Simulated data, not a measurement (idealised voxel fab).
Proc. module: voxel self aligned contacts
FYI the section here is cut, 215 nm wide, cells are 5 nm squares.
If you're reading a cross-section in this doc, picture square cells in a grid; it comes to you as bands, top ones listed first down to the bottom, and a band can be one or more rows of cells.
It is stipulated that each band's entry specify, in nanometres, the height of the top of the band and then that of its bottom, followed by the materials of the band in left-to-right sequence, each together with its width in nanometres. A single material marked by the word "all across" is understood to fill the band from edge to edge; the word "air" is understood to denote empty space.
A quick word on heights: they are counted from 0, and under that level the wafer as it came to us is one material throughout. The lowest band is different from the rest in having no bottom; it simply continues downward, written as in "z 0 and below".
The width entry "30..40" should be interpreted row by row: the top row of cells in the band takes the first number, the bottom row takes the second number, and the change between adjacent rows is uniform throughout.
"all unchanged" means the step left every cell of the cross-section as it was.
Empty spaces counting at least 8 cells and having no open way to the top are listed in "Voids lacking openings". The notation width x height at distance is used for each, the distance being from the left edge and all three values in nm.
It should be noted that, on the line of a given step, the content following the step's settings is a remark produced by the simulator itself with respect to that step.
Regarding "overlay nm": on a step with a mask, it is the distance the mask lay to the right of its planned place; a negative value places it to the left.

## The steps planned for the process are as follows
1: RECEIVE [material Si]
2: OXIDIZE [depth nm 5]
3: DIRECTIONAL_DEP [material polySi] [thk nm 25]
4: DIRECTIONAL_DEP [material SiN] [thk nm 15]
5: PATTERN [tone cover] [mask id GATE] [material resist] [width nm 35] [pitch nm 65] [thk nm 20] [overlay nm 0]
6: DIRECTIONAL_ETCH [etch materials SiN] [depth nm 15]
7: DIRECTIONAL_ETCH [etch materials polySi] [depth nm 25]
8: STRIP [etch materials resist]
9: CONFORMAL_DEP [material SiN] [thk nm 5]
10: DIRECTIONAL_ETCH [etch materials SiN] [depth nm 5]
11: FILL_DEP [material SiO2] [thk nm 15]
12: CMP [height nm 45]
13: MASKED_ETCH [tone open] [mask id CONTACT] [width nm 40] [etch materials SiO2] [depth nm 50] [overlay nm 0]
14: CONFORMAL_DEP [material TiN] [thk nm 5]
15: FILL_DEP [material Ru] [thk nm 10]
16: CMP [height nm 45]
17: CONFORMAL_DEP [material SiCN] [thk nm 5]

## The first of the two wafers, which ran as planned

## As received (post step 1): cross-section
* z 0 and below | Si all across
* Voids lacking openings: none

## Step 2 complete: cross-section through the wafer
* z 0 to -5 | SiO2 all across
* All layers under -5 are left as they were.

## Step 3 complete: cross-section through the wafer
* z 25 to 0 | polySi all across
* All layers under 0 are left as they were.

## Step 4 complete: cross-section through the wafer
* z 40 to 25 | SiN all across
* All layers under 25 are left as they were.

## Step 5 complete: cross-section through the wafer
* z 60 to 40 | air 55, then resist 35, then air 30, then resist 35, then air 60
* All layers under 40 are left as they were.

## Step 6 complete: cross-section through the wafer
* z 60 to 40 | air 55, then resist 35, then air 30, then resist 35, then air 60
* z 40 to 25 | air 55, then SiN 35, then air 30, then SiN 35, then air 60
* All layers under 25 are left as they were.

## Step 7 complete: cross-section through the wafer
* z 60 to 40 | air 55, then resist 35, then air 30, then resist 35, then air 60
* z 40 to 25 | air 55, then SiN 35, then air 30, then SiN 35, then air 60
* z 25 to 0 | air 55, then polySi 35, then air 30, then polySi 35, then air 60
* All layers under 0 are left as they were.

## Step 8 complete: cross-section through the wafer
* z 40 to 25 | air 55, then SiN 35, then air 30, then SiN 35, then air 60
* All layers under 25 are left as they were.

## Step 9 complete: cross-section through the wafer
* z 45 to 25 | air 50, then SiN 45, then air 20, then SiN 45, then air 55
* z 25 to 5 | air 50, then SiN 5, then polySi 35, then SiN 5, then air 20, then SiN 5, then polySi 35, then SiN 5, then air 55
* z 5 to 0 | SiN 55, then polySi 35, then SiN 30, then polySi 35, then SiN 60
* All layers under 0 are left as they were.

## Step 10 complete: cross-section through the wafer
* z 40 to 25 | air 50, then SiN 45, then air 20, then SiN 45, then air 55
* z 25 to 0 | air 50, then SiN 5, then polySi 35, then SiN 5, then air 20, then SiN 5, then polySi 35, then SiN 5, then air 55
* All layers under 0 are left as they were.

## Step 11 complete: cross-section through the wafer
* z 55 to 40 | SiO2 all across
* z 40 to 25 | SiO2 50, then SiN 45, then SiO2 20, then SiN 45, then SiO2 55
* z 25 to 0 | SiO2 50, then SiN 5, then polySi 35, then SiN 5, then SiO2 20, then SiN 5, then polySi 35, then SiN 5, then SiO2 55
* All layers under 0 are left as they were.

## Step 12 complete: cross-section through the wafer
* z 45 to 40 | SiO2 all across
* All layers under 40 are left as they were.

## Step 13 complete: cross-section through the wafer
* z 45 to 40 | SiO2 85, then air 40, then SiO2 90
* z 40 to 25 | SiO2 50, then SiN 45, then air 20, then SiN 45, then SiO2 55
* z 25 to 0 | SiO2 50, then SiN 5, then polySi 35, then SiN 5, then air 20, then SiN 5, then polySi 35, then SiN 5, then SiO2 55
* z 0 to -5 | SiO2 95, then air 20, then SiO2 100
* All layers under -5 are left as they were.

## Step 14 complete: cross-section through the wafer
* z 50 to 45 | TiN 90, then air 30, then TiN 95
* z 45 to 40 | SiO2 85, then TiN 15, then air 10, then TiN 15, then SiO2 90
* z 40 to 25 | SiO2 50, then SiN 45, then TiN 5, then air 10, then TiN 5, then SiN 45, then SiO2 55
* z 25 to 0 | SiO2 50, then SiN 5, then polySi 35, then SiN 5, then TiN 5, then air 10, then TiN 5, then SiN 5, then polySi 35, then SiN 5, then SiO2 55
* z 0 to -5 | SiO2 95, then TiN 20, then SiO2 100
* All layers under -5 are left as they were.

## Step 15 complete: cross-section through the wafer
* z 60 to 50 | Ru all across
* z 50 to 45 | TiN 90, then Ru 30, then TiN 95
* z 45 to 40 | SiO2 85, then TiN 15, then Ru 10, then TiN 15, then SiO2 90
* z 40 to 25 | SiO2 50, then SiN 45, then TiN 5, then Ru 10, then TiN 5, then SiN 45, then SiO2 55
* z 25 to 0 | SiO2 50, then SiN 5, then polySi 35, then SiN 5, then TiN 5, then Ru 10, then TiN 5, then SiN 5, then polySi 35, then SiN 5, then SiO2 55
* All layers under 0 are left as they were.

## Step 16 complete: cross-section through the wafer
* z 45 to 40 | SiO2 85, then TiN 15, then Ru 10, then TiN 15, then SiO2 90
* All layers under 40 are left as they were.

## Step 17 complete: cross-section through the wafer
* z 50 to 45 | SiCN all across
* All layers under 45 are left as they were.

## Here the second wafer is described. Its start and its plan were those of the first wafer. Its run contained one mistake. Up to and including step 1, it did exactly what the first wafer did

## Cross-section: second wafer, time at which step 2 was scheduled to end
* z 25 to 0 | polySi all across
* All layers under 0 are left as they were.

## Cross-section: second wafer, time at which step 3 was scheduled to end
* z 25 to 20 | SiO2 all across
* All layers under 20 are left as they were.

## Cross-section: second wafer, time at which step 4 was scheduled to end
* z 40 to 25 | SiN all across
* All layers under 25 are left as they were.

## Cross-section: second wafer, time at which step 5 was scheduled to end
* z 60 to 40 | air 55, then resist 35, then air 30, then resist 35, then air 60
* All layers under 40 are left as they were.

## Cross-section: second wafer, time at which step 6 was scheduled to end
* z 60 to 40 | air 55, then resist 35, then air 30, then resist 35, then air 60
* z 40 to 25 | air 55, then SiN 35, then air 30, then SiN 35, then air 60
* All layers under 25 are left as they were.

Cross-section: second wafer, time at which step 7 was scheduled to end: all unchanged

## Cross-section: second wafer, time at which step 8 was scheduled to end
* z 40 to 25 | air 55, then SiN 35, then air 30, then SiN 35, then air 60
* All layers under 25 are left as they were.

## Cross-section: second wafer, time at which step 9 was scheduled to end
* z 45 to 30 | air 50, then SiN 45, then air 20, then SiN 45, then air 55
* z 30 to 25 | SiN all across
* All layers under 25 are left as they were.

## Cross-section: second wafer, time at which step 10 was scheduled to end
* z 40 to 25 | air 50, then SiN 45, then air 20, then SiN 45, then air 55
* All layers under 25 are left as they were.

## Cross-section: second wafer, time at which step 11 was scheduled to end
* z 55 to 40 | SiO2 all across
* z 40 to 25 | SiO2 50, then SiN 45, then SiO2 20, then SiN 45, then SiO2 55
* All layers under 25 are left as they were.

## Cross-section: second wafer, time at which step 12 was scheduled to end
* z 45 to 40 | SiO2 all across
* All layers under 40 are left as they were.

## Cross-section: second wafer, time at which step 13 was scheduled to end
* z 45 to 40 | SiO2 85, then air 40, then SiO2 90
* z 40 to 25 | SiO2 50, then SiN 45, then air 20, then SiN 45, then SiO2 55
* z 25 to 20 | SiO2 95, then air 20, then SiO2 100
* All layers under 20 are left as they were.

## Cross-section: second wafer, time at which step 14 was scheduled to end
* z 50 to 45 | TiN 90, then air 30, then TiN 95
* z 45 to 40 | SiO2 85, then TiN 15, then air 10, then TiN 15, then SiO2 90
* z 40 to 25 | SiO2 50, then SiN 45, then TiN 5, then air 10, then TiN 5, then SiN 45, then SiO2 55
* z 25 to 20 | SiO2 95, then TiN 20, then SiO2 100
* All layers under 20 are left as they were.

## Cross-section: second wafer, time at which step 15 was scheduled to end
* z 60 to 50 | Ru all across
* z 50 to 45 | TiN 90, then Ru 30, then TiN 95
* z 45 to 40 | SiO2 85, then TiN 15, then Ru 10, then TiN 15, then SiO2 90
* z 40 to 25 | SiO2 50, then SiN 45, then TiN 5, then Ru 10, then TiN 5, then SiN 45, then SiO2 55
* All layers under 25 are left as they were.

## Cross-section: second wafer, time at which step 16 was scheduled to end
* z 45 to 40 | SiO2 85, then TiN 15, then Ru 10, then TiN 15, then SiO2 90
* All layers under 40 are left as they were.

## Cross-section: second wafer, time at which step 17 was scheduled to end
* z 50 to 45 | SiCN all across
* All layers under 45 are left as they were.
Processing error: the executed order of steps 2 and 3 is the reverse of that specified in the plan, each step having taken the other's position
In the final state, the cell counts of the second wafer exceed or fall short of those of the first for the following materials: -10 Ru | +43 Si | -20 SiN | -105 SiO2 | -10 TiN | +102 polySi
